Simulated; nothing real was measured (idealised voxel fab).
The following is a process module called voxel transistor to metal.
Shown is cross-section cut, with a width of 290 nm and square cells of size 5 nm.
If you're reading a cross-section in this doc, picture square cells in a grid; it comes to you as bands, top ones listed first down to the bottom, and a band can be one or more rows of cells.
In this notation a band is specified by the heights of its top and bottom, in that order and in nm, after which its materials appear from left to right, each paired with its width in nm. The word "throughout" attached to a single material means that material fills the band from edge to edge; the word "air" stands for empty space.
Measure heights from 0. That's the level where, below it, the as-received wafer is all one material. The lowest band is bottomless and extends downward; write it as in "top 0, no bottom".
So if you see something like "30 to 40" for the width, read it as the top row of the band sitting at the first number and the bottom row at the second, with every row in between moving by the same amount as the last.
"nothing was modified" after a step means that no cell of the cross-section changed.
So "Closed cavities" is basically the list of trapped voids: any empty space of 8 cells or more that can't reach the top through an opening. They're written width x height at distance, the distance being from the left edge, and it's all nm.
after a step's settings: what the simulator itself notes on the step
"overlay nm" answers the question of how far to the right of plan the mask lay on a step that has a mask, and when it is negative the answer is to the left.
What follows is a series of pairs. Each pair shows a cross-section before one process step and the cross-section after it, and the after view is drawn only down to the lowest band that changed. Beneath each pair is the step that lies between the two, with its settings. Pairs may come from different runs of this module on the same starting wafer, so a pair continues from the one above it only where its entry headed "Before-step section" says so.
Before-step section
	top 45, bottom 30: 30 nm aC, then 20 nm air, then 55 nm aC, then 20 nm air, then 40 nm aC, then 20 nm air, then 55 nm aC, then 20 nm air, then 30 nm aC
	top 30, bottom 20: SiO2 throughout
	top 20, bottom 10: 50 nm SiO2, then 10 nm SiN, then 5 nm HfO2, then 5 nm TiN, then 15 nm W, then 5 nm TiN, then 5 nm HfO2, then 10 nm SiN, then 80 nm SiO2, then 10 nm SiN, then 5 nm HfO2, then 5 nm TiN, then 15 nm W, then 5 nm TiN, then 5 nm HfO2, then 10 nm SiN, then 50 nm SiO2
	top 10, bottom 5: 35 nm SiO2, then 15 nm pSi, then 10 nm SiN, then 5 nm HfO2, then 5 nm TiN, then 15 nm W, then 5 nm TiN, then 5 nm HfO2, then 10 nm SiN, then 15 nm pSi, then 50 nm SiO2, then 15 nm pSi, then 10 nm SiN, then 5 nm HfO2, then 5 nm TiN, then 15 nm W, then 5 nm TiN, then 5 nm HfO2, then 10 nm SiN, then 15 nm pSi, then 35 nm SiO2
	top 5, bottom 0: 25 nm SiO2, then 10 nm SiN, then 15 nm pSi, then 10 nm SiN, then 5 nm HfO2, then 25 nm TiN, then 5 nm HfO2, then 10 nm SiN, then 15 nm pSi, then 10 nm SiN, then 30 nm SiO2, then 10 nm SiN, then 15 nm pSi, then 10 nm SiN, then 5 nm HfO2, then 25 nm TiN, then 5 nm HfO2, then 10 nm SiN, then 15 nm pSi, then 10 nm SiN, then 25 nm SiO2
	top 0, bottom -5: 35 nm SiO2, then 15 nm pSi, then 10 nm SiO2, then 35 nm HfO2, then 10 nm SiO2, then 15 nm pSi, then 50 nm SiO2, then 15 nm pSi, then 10 nm SiO2, then 35 nm HfO2, then 10 nm SiO2, then 15 nm pSi, then 35 nm SiO2
	top -5, bottom -10: 35 nm SiO2, then 15 nm pSi, then 55 nm Si, then 15 nm pSi, then 50 nm SiO2, then 15 nm pSi, then 55 nm Si, then 15 nm pSi, then 35 nm SiO2
	top -10, bottom -15: 30 nm SiO2, then 5 nm Si, then 15 nm pSi, then 55 nm Si, then 15 nm pSi, then 5 nm Si, then 40 nm SiO2, then 5 nm Si, then 15 nm pSi, then 55 nm Si, then 15 nm pSi, then 5 nm Si, then 30 nm SiO2
	top -15, bottom -40: 30 nm SiO2, then 95 nm Si, then 40 nm SiO2, then 95 nm Si, then 30 nm SiO2
	top -40, no bottom: Si throughout
	Closed cavities: none
As Processed
	top 45, bottom 30: 30 nm aC, then 20 nm air, then 55 nm aC, then 20 nm air, then 40 nm aC, then 20 nm air, then 55 nm aC, then 20 nm air, then 30 nm aC
	top 30, bottom 20: 30 nm SiO2, then 20 nm air, then 55 nm SiO2, then 20 nm air, then 40 nm SiO2, then 20 nm air, then 55 nm SiO2, then 20 nm air, then 30 nm SiO2
	top 20, bottom 10: 30 nm SiO2, then 20 nm air, then 10 nm SiN, then 5 nm HfO2, then 5 nm TiN, then 15 nm W, then 5 nm TiN, then 5 nm HfO2, then 10 nm SiN, then 20 nm air, then 40 nm SiO2, then 20 nm air, then 10 nm SiN, then 5 nm HfO2, then 5 nm TiN, then 15 nm W, then 5 nm TiN, then 5 nm HfO2, then 10 nm SiN, then 20 nm air, then 30 nm SiO2
	Below 10, no change.
	Closed cavities: none
The step carried out between the cross-section before it and the cross-section after it, both shown above, is DIRECTIONAL_ETCH (etch materials SiO2; depth nm 20)
Before-step section: equal to the after panel directly above.
As Processed
	top 30, bottom 20: 30 nm SiO2, then 20 nm air, then 55 nm SiO2, then 20 nm air, then 40 nm SiO2, then 20 nm air, then 55 nm SiO2, then 20 nm air, then 30 nm SiO2
	Below 20, no change.
	Closed cavities: none
The step carried out between the cross-section before it and the cross-section after it, both shown above, is STRIP (etch materials aC)
Before-step section: equal to the after panel directly above.
As Processed
	top 35, bottom 30: 35 nm TiN, then 10 nm air, then 65 nm TiN, then 10 nm air, then 50 nm TiN, then 10 nm air, then 65 nm TiN, then 10 nm air, then 35 nm TiN
	top 30, bottom 20: 30 nm SiO2, then 5 nm TiN, then 10 nm air, then 5 nm TiN, then 55 nm SiO2, then 5 nm TiN, then 10 nm air, then 5 nm TiN, then 40 nm SiO2, then 5 nm TiN, then 10 nm air, then 5 nm TiN, then 55 nm SiO2, then 5 nm TiN, then 10 nm air, then 5 nm TiN, then 30 nm SiO2
	top 20, bottom 15: 30 nm SiO2, then 5 nm TiN, then 10 nm air, then 5 nm TiN, then 10 nm SiN, then 5 nm HfO2, then 5 nm TiN, then 15 nm W, then 5 nm TiN, then 5 nm HfO2, then 10 nm SiN, then 5 nm TiN, then 10 nm air, then 5 nm TiN, then 40 nm SiO2, then 5 nm TiN, then 10 nm air, then 5 nm TiN, then 10 nm SiN, then 5 nm HfO2, then 5 nm TiN, then 15 nm W, then 5 nm TiN, then 5 nm HfO2, then 10 nm SiN, then 5 nm TiN, then 10 nm air, then 5 nm TiN, then 30 nm SiO2
	top 15, bottom 10: 30 nm SiO2, then 20 nm TiN, then 10 nm SiN, then 5 nm HfO2, then 5 nm TiN, then 15 nm W, then 5 nm TiN, then 5 nm HfO2, then 10 nm SiN, then 20 nm TiN, then 40 nm SiO2, then 20 nm TiN, then 10 nm SiN, then 5 nm HfO2, then 5 nm TiN, then 15 nm W, then 5 nm TiN, then 5 nm HfO2, then 10 nm SiN, then 20 nm TiN, then 30 nm SiO2
	Below 10, no change.
	Closed cavities: none
The step carried out between the cross-section before it and the cross-section after it, both shown above, is CONFORMAL_DEP (material TiN; thk nm 5)
Before-step section: equal to the after panel directly above.
As Processed
	top 40, bottom 35: Ru throughout
	top 35, bottom 30: 35 nm TiN, then 10 nm Ru, then 65 nm TiN, then 10 nm Ru, then 50 nm TiN, then 10 nm Ru, then 65 nm TiN, then 10 nm Ru, then 35 nm TiN
	top 30, bottom 20: 30 nm SiO2, then 5 nm TiN, then 10 nm Ru, then 5 nm TiN, then 55 nm SiO2, then 5 nm TiN, then 10 nm Ru, then 5 nm TiN, then 40 nm SiO2, then 5 nm TiN, then 10 nm Ru, then 5 nm TiN, then 55 nm SiO2, then 5 nm TiN, then 10 nm Ru, then 5 nm TiN, then 30 nm SiO2
	top 20, bottom 15: 30 nm SiO2, then 5 nm TiN, then 10 nm Ru, then 5 nm TiN, then 10 nm SiN, then 5 nm HfO2, then 5 nm TiN, then 15 nm W, then 5 nm TiN, then 5 nm HfO2, then 10 nm SiN, then 5 nm TiN, then 10 nm Ru, then 5 nm TiN, then 40 nm SiO2, then 5 nm TiN, then 10 nm Ru, then 5 nm TiN, then 10 nm SiN, then 5 nm HfO2, then 5 nm TiN, then 15 nm W, then 5 nm TiN, then 5 nm HfO2, then 10 nm SiN, then 5 nm TiN, then 10 nm Ru, then 5 nm TiN, then 30 nm SiO2
	Below 15, no change.
	Closed cavities: none
The step carried out between the cross-section before it and the cross-section after it, both shown above, is FILL_DEP (material Ru; thk nm 5)
Before-step section: equal to the after panel directly above.
As Processed
	top 30, bottom 20: 30 nm SiO2, then 5 nm TiN, then 10 nm Ru, then 5 nm TiN, then 55 nm SiO2, then 5 nm TiN, then 10 nm Ru, then 5 nm TiN, then 40 nm SiO2, then 5 nm TiN, then 10 nm Ru, then 5 nm TiN, then 55 nm SiO2, then 5 nm TiN, then 10 nm Ru, then 5 nm TiN, then 30 nm SiO2
	Below 20, no change.
	Closed cavities: none
The step carried out between the cross-section before it and the cross-section after it, both shown above, is CMP (height nm 30)
Before-step section: equal to the after panel directly above.
As Processed
	top 35, bottom 30: TiN throughout
	Below 30, no change.
	Closed cavities: none
The step carried out between the cross-section before it and the cross-section after it, both shown above, is DIRECTIONAL_DEP (material TiN; thk nm 5)
Before-step section: equal to the after panel directly above.
As Processed
	top 55, bottom 35: W throughout
	Below 35, no change.
	Closed cavities: none
The step carried out between the cross-section before it and the cross-section after it, both shown above, is DIRECTIONAL_DEP (material W; thk nm 20)
Before-step section: equal to the after panel directly above.
As Processed
	top 65, bottom 55: aC throughout
	Below 55, no change.
	Closed cavities: none
The step carried out between the cross-section before it and the cross-section after it, both shown above, is DIRECTIONAL_DEP (material aC; thk nm 10)
Before-step section: equal to the after panel directly above.
As Processed
	top 90, bottom 65: 30 nm air, then 20 nm resist, then 55 nm air, then 20 nm resist, then 40 nm air, then 20 nm resist, then 55 nm air, then 20 nm resist, then 30 nm air
	Below 65, no change.
	Closed cavities: none
The step carried out between the cross-section before it and the cross-section after it, both shown above, is PATTERN (tone cover; mask id METAL_1; material resist; width nm 20; thk nm 25; overlay nm 0)
Before-step section: equal to the after panel directly above.
As Processed
	top 80, bottom 65: 30 nm air, then 20 nm resist, then 55 nm air, then 20 nm resist, then 40 nm air, then 20 nm resist, then 55 nm air, then 20 nm resist, then 30 nm air
	top 65, bottom 55: 30 nm air, then 20 nm aC, then 55 nm air, then 20 nm aC, then 40 nm air, then 20 nm aC, then 55 nm air, then 20 nm aC, then 30 nm air
	Below 55, no change.
	Closed cavities: none
The step carried out between the cross-section before it and the cross-section after it, both shown above, is DIRECTIONAL_ETCH (etch materials aC; depth nm 10)
Before-step section: equal to the after panel directly above.
As Processed
	top 65, bottom 55: 30 nm air, then 20 nm aC, then 55 nm air, then 20 nm aC, then 40 nm air, then 20 nm aC, then 55 nm air, then 20 nm aC, then 30 nm air
	Below 55, no change.
	Closed cavities: none
The step carried out between the cross-section before it and the cross-section after it, both shown above, is STRIP (etch materials resist)
Before-step section: equal to the after panel directly above.
As Processed
	top 65, bottom 55: 30 nm air, then 20 nm aC, then 55 nm air, then 20 nm aC, then 40 nm air, then 20 nm aC, then 55 nm air, then 20 nm aC, then 30 nm air
	top 55, bottom 35: 30 nm air, then 20 nm W, then 55 nm air, then 20 nm W, then 40 nm air, then 20 nm W, then 55 nm air, then 20 nm W, then 30 nm air
	Below 35, no change.
	Closed cavities: none
The step carried out between the cross-section before it and the cross-section after it, both shown above, is DIRECTIONAL_ETCH (etch materials W; depth nm 20)
Before-step section: equal to the after panel directly above.
As Processed
	top 65, bottom 55: 30 nm air, then 20 nm aC, then 55 nm air, then 20 nm aC, then 40 nm air, then 20 nm aC, then 55 nm air, then 20 nm aC, then 30 nm air
	top 55, bottom 35: 30 nm air, then 20 nm W, then 55 nm air, then 20 nm W, then 40 nm air, then 20 nm W, then 55 nm air, then 20 nm W, then 30 nm air
	top 35, bottom 30: 30 nm air, then 20 nm TiN, then 55 nm air, then 20 nm TiN, then 40 nm air, then 20 nm TiN, then 55 nm air, then 20 nm TiN, then 30 nm air
	Below 30, no change.
	Closed cavities: none
The step carried out between the cross-section before it and the cross-section after it, both shown above, is DIRECTIONAL_ETCH (etch materials TiN; depth nm 5)
Before-step section: equal to the after panel directly above.
As Processed
	top 55, bottom 35: 30 nm air, then 20 nm W, then 55 nm air, then 20 nm W, then 40 nm air, then 20 nm W, then 55 nm air, then 20 nm W, then 30 nm air
	Below 35, no change.
	Closed cavities: none
The step carried out between the cross-section before it and the cross-section after it, both shown above, is STRIP (etch materials aC)
Before-step section: equal to the after panel directly above.
As Processed
	top 65, bottom 55: lowk throughout
	top 55, bottom 35: 30 nm lowk, then 20 nm W, then 55 nm lowk, then 20 nm W, then 40 nm lowk, then 20 nm W, then 55 nm lowk, then 20 nm W, then 30 nm lowk
	top 35, bottom 30: 30 nm lowk, then 20 nm TiN, then 55 nm lowk, then 20 nm TiN, then 40 nm lowk, then 20 nm TiN, then 55 nm lowk, then 20 nm TiN, then 30 nm lowk
	Below 30, no change.
	Closed cavities: none
The step carried out between the cross-section before it and the cross-section after it, both shown above, is FILL_DEP (material lowk; thk nm 10)
Before-step section: equal to the after panel directly above.
As Processed
	top 55, bottom 35: 30 nm lowk, then 20 nm W, then 55 nm lowk, then 20 nm W, then 40 nm lowk, then 20 nm W, then 55 nm lowk, then 20 nm W, then 30 nm lowk
	Below 35, no change.
	Closed cavities: none
The step carried out between the cross-section before it and the cross-section after it, both shown above, is CMP (height nm 55)
Before-step section: equal to the after panel directly above.
As Processed
	top 60, bottom 55: SiCN throughout
	Below 55, no change.
	Closed cavities: none
The step carried out between the cross-section before it and the cross-section after it, both shown above, is CONFORMAL_DEP (material SiCN; thk nm 5)
Before-step section: equal to the after panel directly above.
As Processed
	top 95, bottom 60: SiO2 throughout
	Below 60, no change.
	Closed cavities: none
The step carried out between the cross-section before it and the cross-section after it, both shown above, is DIRECTIONAL_DEP (material SiO2; thk nm 35)
Before-step section: equal to the after panel directly above.
As Processed
	top 95, bottom 60: 30 nm SiO2, then 15 nm air, then 120 nm SiO2, then 15 nm air, then 110 nm SiO2
	Below 60, no change.
	Closed cavities: none
The step carried out between the cross-section before it and the cross-section after it, both shown above, is MASKED_ETCH (tone open; mask id METAL_2_HOLES; width nm 15; pitch nm 135; etch materials SiO2; depth nm 35; overlay nm 0)
Before-step section: equal to the after panel directly above.
As Processed
	top 105, bottom 95: 30 nm aC, then 15 nm air, then 120 nm aC, then 15 nm air, then 110 nm aC
	top 95, bottom 70: 30 nm SiO2, then 15 nm air, then 120 nm SiO2, then 15 nm air, then 110 nm SiO2
	top 70, bottom 60: 30 nm SiO2, then 15 nm aC, then 120 nm SiO2, then 15 nm aC, then 110 nm SiO2
	Below 60, no change.
	Closed cavities: none
The step carried out between the cross-section before it and the cross-section after it, both shown above, is DIRECTIONAL_DEP (material aC; thk nm 10)
Before-step section: equal to the after panel directly above.
As Processed
	top 130, bottom 105: 30 nm resist, then 20 nm air, then 115 nm resist, then 20 nm air, then 105 nm resist
	Below 105, no change.
	Closed cavities: none
The step carried out between the cross-section before it and the cross-section after it, both shown above, is PATTERN (tone open; mask id METAL_2; material resist; width nm 20; pitch nm 135; thk nm 25; overlay nm 0)
Before-step section: equal to the after panel directly above.
As Processed
	top 120, bottom 105: 30 nm resist, then 20 nm air, then 115 nm resist, then 20 nm air, then 105 nm resist
	top 105, bottom 95: 30 nm aC, then 20 nm air, then 115 nm aC, then 20 nm air, then 105 nm aC
	top 95, bottom 60: 30 nm SiO2, then 15 nm air, then 120 nm SiO2, then 15 nm air, then 110 nm SiO2
	Below 60, no change.
	Closed cavities: none
The step carried out between the cross-section before it and the cross-section after it, both shown above, is DIRECTIONAL_ETCH (etch materials aC; depth nm 10)
Before-step section: equal to the after panel directly above.
As Processed
	top 105, bottom 95: 30 nm aC, then 20 nm air, then 115 nm aC, then 20 nm air, then 105 nm aC
	Below 95, no change.
	Closed cavities: none
The step carried out between the cross-section before it and the cross-section after it, both shown above, is STRIP (etch materials resist)
Before-step section: equal to the after panel directly above.
As Processed
	top 105, bottom 95: 30 nm aC, then 20 nm air, then 115 nm aC, then 20 nm air, then 105 nm aC
	top 95, bottom 75: 30 nm SiO2, then 20 nm air, then 115 nm SiO2, then 20 nm air, then 105 nm SiO2
	Below 75, no change.
	Closed cavities: none
The step carried out between the cross-section before it and the cross-section after it, both shown above, is DIRECTIONAL_ETCH (etch materials SiO2; depth nm 20)
Before-step section: equal to the after panel directly above.
As Processed
	top 105, bottom 95: 30 nm aC, then 20 nm air, then 115 nm aC, then 20 nm air, then 105 nm aC
	top 95, bottom 75: 30 nm SiO2, then 20 nm air, then 115 nm SiO2, then 20 nm air, then 105 nm SiO2
	top 75, bottom 60: 30 nm SiO2, then 15 nm air, then 120 nm SiO2, then 15 nm air, then 110 nm SiO2
	top 60, bottom 55: 30 nm SiCN, then 15 nm air, then 120 nm SiCN, then 15 nm air, then 110 nm SiCN
	Below 55, no change.
	Closed cavities: none
The step carried out between the cross-section before it and the cross-section after it, both shown above, is DIRECTIONAL_ETCH (etch materials SiCN; depth nm 5)
Before-step section: equal to the after panel directly above.
As Processed
	top 95, bottom 75: 30 nm SiO2, then 20 nm air, then 115 nm SiO2, then 20 nm air, then 105 nm SiO2
	Below 75, no change.
	Closed cavities: none
The step carried out between the cross-section before it and the cross-section after it, both shown above, is STRIP (etch materials aC)
Before-step section: equal to the after panel directly above.
As Processed
	top 100, bottom 95: 35 nm TiN, then 10 nm air, then 125 nm TiN, then 10 nm air, then 110 nm TiN
	top 95, bottom 80: 30 nm SiO2, then 5 nm TiN, then 10 nm air, then 5 nm TiN, then 115 nm SiO2, then 5 nm TiN, then 10 nm air, then 5 nm TiN, then 105 nm SiO2
	top 80, bottom 75: 30 nm SiO2, then 5 nm TiN, then 5 nm air, then 10 nm TiN, then 115 nm SiO2, then 5 nm TiN, then 5 nm air, then 10 nm TiN, then 105 nm SiO2
	top 75, bottom 60: 30 nm SiO2, then 5 nm TiN, then 5 nm air, then 5 nm TiN, then 120 nm SiO2, then 5 nm TiN, then 5 nm air, then 5 nm TiN, then 110 nm SiO2
	top 60, bottom 55: 30 nm SiCN, then 15 nm TiN, then 120 nm SiCN, then 15 nm TiN, then 110 nm SiCN
	Below 55, no change.
	Closed cavities: none
The step carried out between the cross-section before it and the cross-section after it, both shown above, is CONFORMAL_DEP (material TiN; thk nm 5)
Before-step section: equal to the after panel directly above.
As Processed
	top 110, bottom 100: Cu throughout
	top 100, bottom 95: 35 nm TiN, then 10 nm Cu, then 125 nm TiN, then 10 nm Cu, then 110 nm TiN
	top 95, bottom 80: 30 nm SiO2, then 5 nm TiN, then 10 nm Cu, then 5 nm TiN, then 115 nm SiO2, then 5 nm TiN, then 10 nm Cu, then 5 nm TiN, then 105 nm SiO2
	top 80, bottom 75: 30 nm SiO2, then 5 nm TiN, then 5 nm Cu, then 10 nm TiN, then 115 nm SiO2, then 5 nm TiN, then 5 nm Cu, then 10 nm TiN, then 105 nm SiO2
	top 75, bottom 60: 30 nm SiO2, then 5 nm TiN, then 5 nm Cu, then 5 nm TiN, then 120 nm SiO2, then 5 nm TiN, then 5 nm Cu, then 5 nm TiN, then 110 nm SiO2
	Below 60, no change.
	Closed cavities: none
The step carried out between the cross-section before it and the cross-section after it, both shown above, is FILL_DEP (material Cu; thk nm 10)
Before-step section: equal to the after panel directly above.
As Processed
	top 95, bottom 80: 30 nm SiO2, then 5 nm TiN, then 10 nm Cu, then 5 nm TiN, then 115 nm SiO2, then 5 nm TiN, then 10 nm Cu, then 5 nm TiN, then 105 nm SiO2
	Below 80, no change.
	Closed cavities: none
The step carried out between the cross-section before it and the cross-section after it, both shown above, is CMP (height nm 95)
Before-step section: equal to the after panel directly above.
As Processed
	top 100, bottom 95: SiN throughout
	Below 95, no change.
	Closed cavities: none
The step carried out between the cross-section before it and the cross-section after it, both shown above, is CONFORMAL_DEP (material SiN; thk nm 5)
Before-step section
	top 95, bottom 60: SiO2 throughout
	top 60, bottom 55: SiCN throughout
	top 55, bottom 35: 30 nm lowk, then 20 nm W, then 55 nm lowk, then 20 nm W, then 40 nm lowk, then 20 nm W, then 55 nm lowk, then 20 nm W, then 30 nm lowk
	top 35, bottom 30: 30 nm lowk, then 20 nm TiN, then 55 nm lowk, then 20 nm TiN, then 40 nm lowk, then 20 nm TiN, then 55 nm lowk, then 20 nm TiN, then 30 nm lowk
	top 30, bottom 20: 30 nm SiO2, then 5 nm TiN, then 10 nm Ru, then 5 nm TiN, then 55 nm SiO2, then 5 nm TiN, then 10 nm Ru, then 5 nm TiN, then 40 nm SiO2, then 5 nm TiN, then 10 nm Ru, then 5 nm TiN, then 55 nm SiO2, then 5 nm TiN, then 10 nm Ru, then 5 nm TiN, then 30 nm SiO2
	top 20, bottom 15: 30 nm SiO2, then 5 nm TiN, then 10 nm Ru, then 5 nm TiN, then 10 nm SiN, then 5 nm HfO2, then 5 nm TiN, then 15 nm W, then 5 nm TiN, then 5 nm HfO2, then 10 nm SiN, then 5 nm TiN, then 10 nm Ru, then 5 nm TiN, then 40 nm SiO2, then 5 nm TiN, then 10 nm Ru, then 5 nm TiN, then 10 nm SiN, then 5 nm HfO2, then 5 nm TiN, then 15 nm W, then 5 nm TiN, then 5 nm HfO2, then 10 nm SiN, then 5 nm TiN, then 10 nm Ru, then 5 nm TiN, then 30 nm SiO2
	top 15, bottom 10: 30 nm SiO2, then 20 nm TiN, then 10 nm SiN, then 5 nm HfO2, then 5 nm TiN, then 15 nm W, then 5 nm TiN, then 5 nm HfO2, then 10 nm SiN, then 20 nm TiN, then 40 nm SiO2, then 20 nm TiN, then 10 nm SiN, then 5 nm HfO2, then 5 nm TiN, then 15 nm W, then 5 nm TiN, then 5 nm HfO2, then 10 nm SiN, then 20 nm TiN, then 30 nm SiO2
	top 10, bottom 5: 30 nm SiO2, then 20 nm pSi, then 10 nm SiN, then 5 nm HfO2, then 5 nm TiN, then 15 nm W, then 5 nm TiN, then 5 nm HfO2, then 10 nm SiN, then 20 nm pSi, then 40 nm SiO2, then 20 nm pSi, then 10 nm SiN, then 5 nm HfO2, then 5 nm TiN, then 15 nm W, then 5 nm TiN, then 5 nm HfO2, then 10 nm SiN, then 20 nm pSi, then 30 nm SiO2
	top 5, bottom 0: 25 nm SiO2, then 10 nm SiN, then 15 nm pSi, then 10 nm SiN, then 5 nm HfO2, then 25 nm TiN, then 5 nm HfO2, then 10 nm SiN, then 15 nm pSi, then 10 nm SiN, then 30 nm SiO2, then 10 nm SiN, then 15 nm pSi, then 10 nm SiN, then 5 nm HfO2, then 25 nm TiN, then 5 nm HfO2, then 10 nm SiN, then 15 nm pSi, then 10 nm SiN, then 25 nm SiO2
	top 0, bottom -5: 35 nm SiO2, then 15 nm pSi, then 10 nm SiO2, then 35 nm HfO2, then 10 nm SiO2, then 15 nm pSi, then 50 nm SiO2, then 15 nm pSi, then 10 nm SiO2, then 35 nm HfO2, then 10 nm SiO2, then 15 nm pSi, then 35 nm SiO2
	top -5, bottom -15: 30 nm SiO2, then 5 nm Si, then 15 nm pSi, then 55 nm Si, then 15 nm pSi, then 5 nm Si, then 40 nm SiO2, then 5 nm Si, then 15 nm pSi, then 55 nm Si, then 15 nm pSi, then 5 nm Si, then 30 nm SiO2
	top -15, bottom -40: 30 nm SiO2, then 95 nm Si, then 40 nm SiO2, then 95 nm Si, then 30 nm SiO2
	top -40, no bottom: Si throughout
	Closed cavities: none
As Processed
	top 130, bottom 60: SiO2 throughout
	Below 60, no change.
	Closed cavities: none
The step carried out between the cross-section before it and the cross-section after it, both shown above, is DIRECTIONAL_DEP (material SiO2; thk nm 35)
Before-step section: equal to the after panel directly above.
As Processed
	top 130, bottom 95: 30 nm SiO2, then 15 nm air, then 120 nm SiO2, then 15 nm air, then 110 nm SiO2
	Below 95, no change.
	Closed cavities: none
The step carried out between the cross-section before it and the cross-section after it, both shown above, is MASKED_ETCH (tone open; mask id METAL_2_HOLES; width nm 15; pitch nm 135; etch materials SiO2; depth nm 35; overlay nm 0)
Before-step section: equal to the after panel directly above.
As Processed
	top 140, bottom 130: 30 nm aC, then 15 nm air, then 120 nm aC, then 15 nm air, then 110 nm aC
	top 130, bottom 105: 30 nm SiO2, then 15 nm air, then 120 nm SiO2, then 15 nm air, then 110 nm SiO2
	top 105, bottom 95: 30 nm SiO2, then 15 nm aC, then 120 nm SiO2, then 15 nm aC, then 110 nm SiO2
	Below 95, no change.
	Closed cavities: none
The step carried out between the cross-section before it and the cross-section after it, both shown above, is DIRECTIONAL_DEP (material aC; thk nm 10)
Before-step section: equal to the after panel directly above.
As Processed
	top 165, bottom 140: 30 nm resist, then 20 nm air, then 115 nm resist, then 20 nm air, then 105 nm resist
	Below 140, no change.
	Closed cavities: none
The step carried out between the cross-section before it and the cross-section after it, both shown above, is PATTERN (tone open; mask id METAL_2; material resist; width nm 20; pitch nm 135; thk nm 25; overlay nm 0)
Before-step section: equal to the after panel directly above.
As Processed
	top 155, bottom 140: 30 nm resist, then 20 nm air, then 115 nm resist, then 20 nm air, then 105 nm resist
	top 140, bottom 130: 30 nm aC, then 20 nm air, then 115 nm aC, then 20 nm air, then 105 nm aC
	top 130, bottom 95: 30 nm SiO2, then 15 nm air, then 120 nm SiO2, then 15 nm air, then 110 nm SiO2
	Below 95, no change.
	Closed cavities: none
The step carried out between the cross-section before it and the cross-section after it, both shown above, is DIRECTIONAL_ETCH (etch materials aC; depth nm 10)
Before-step section: equal to the after panel directly above.
As Processed
	top 140, bottom 130: 30 nm aC, then 20 nm air, then 115 nm aC, then 20 nm air, then 105 nm aC
	Below 130, no change.
	Closed cavities: none
The step carried out between the cross-section before it and the cross-section after it, both shown above, is STRIP (etch materials resist)
Before-step section: equal to the after panel directly above.
As Processed
	top 140, bottom 130: 30 nm aC, then 20 nm air, then 115 nm aC, then 20 nm air, then 105 nm aC
	top 130, bottom 110: 30 nm SiO2, then 20 nm air, then 115 nm SiO2, then 20 nm air, then 105 nm SiO2
	top 110, bottom 75: 30 nm SiO2, then 15 nm air, then 120 nm SiO2, then 15 nm air, then 110 nm SiO2
	Below 75, no change.
	Closed cavities: none
The step carried out between the cross-section before it and the cross-section after it, both shown above, is DIRECTIONAL_ETCH (etch materials SiO2; depth nm 20)
Before-step section: equal to the after panel directly above.
As Processed
	top 130, bottom 110: 30 nm SiO2, then 20 nm air, then 115 nm SiO2, then 20 nm air, then 105 nm SiO2
	Below 110, no change.
	Closed cavities: none
The step carried out between the cross-section before it and the cross-section after it, both shown above, is STRIP (etch materials aC)
Before-step section: equal to the after panel directly above.
As Processed
	top 135, bottom 130: 35 nm TiN, then 10 nm air, then 125 nm TiN, then 10 nm air, then 110 nm TiN
	top 130, bottom 115: 30 nm SiO2, then 5 nm TiN, then 10 nm air, then 5 nm TiN, then 115 nm SiO2, then 5 nm TiN, then 10 nm air, then 5 nm TiN, then 105 nm SiO2
	top 115, bottom 110: 30 nm SiO2, then 5 nm TiN, then 5 nm air, then 10 nm TiN, then 115 nm SiO2, then 5 nm TiN, then 5 nm air, then 10 nm TiN, then 105 nm SiO2
	top 110, bottom 80: 30 nm SiO2, then 5 nm TiN, then 5 nm air, then 5 nm TiN, then 120 nm SiO2, then 5 nm TiN, then 5 nm air, then 5 nm TiN, then 110 nm SiO2
	top 80, bottom 75: 30 nm SiO2, then 15 nm TiN, then 120 nm SiO2, then 15 nm TiN, then 110 nm SiO2
	Below 75, no change.
	Closed cavities: none
The step carried out between the cross-section before it and the cross-section after it, both shown above, is CONFORMAL_DEP (material TiN; thk nm 5)
Before-step section: equal to the after panel directly above.
As Processed
	top 145, bottom 135: Cu throughout
	top 135, bottom 130: 35 nm TiN, then 10 nm Cu, then 125 nm TiN, then 10 nm Cu, then 110 nm TiN
	top 130, bottom 115: 30 nm SiO2, then 5 nm TiN, then 10 nm Cu, then 5 nm TiN, then 115 nm SiO2, then 5 nm TiN, then 10 nm Cu, then 5 nm TiN, then 105 nm SiO2
	top 115, bottom 110: 30 nm SiO2, then 5 nm TiN, then 5 nm Cu, then 10 nm TiN, then 115 nm SiO2, then 5 nm TiN, then 5 nm Cu, then 10 nm TiN, then 105 nm SiO2
	top 110, bottom 80: 30 nm SiO2, then 5 nm TiN, then 5 nm Cu, then 5 nm TiN, then 120 nm SiO2, then 5 nm TiN, then 5 nm Cu, then 5 nm TiN, then 110 nm SiO2
	Below 80, no change.
	Closed cavities: none
The step carried out between the cross-section before it and the cross-section after it, both shown above, is FILL_DEP (material Cu; thk nm 10)
Before-step section: equal to the after panel directly above.
As Processed
	top 95, bottom 80: 30 nm SiO2, then 5 nm TiN, then 5 nm Cu, then 5 nm TiN, then 120 nm SiO2, then 5 nm TiN, then 5 nm Cu, then 5 nm TiN, then 110 nm SiO2
	Below 80, no change.
	Closed cavities: none
The step carried out between the cross-section before it and the cross-section after it, both shown above, is CMP (height nm 95)
Before-step section: equal to the after panel directly above.
As Processed
	top 100, bottom 95: SiN throughout
	Below 95, no change.
	Closed cavities: none
The step carried out between the cross-section before it and the cross-section after it, both shown above, is CONFORMAL_DEP (material SiN; thk nm 5)
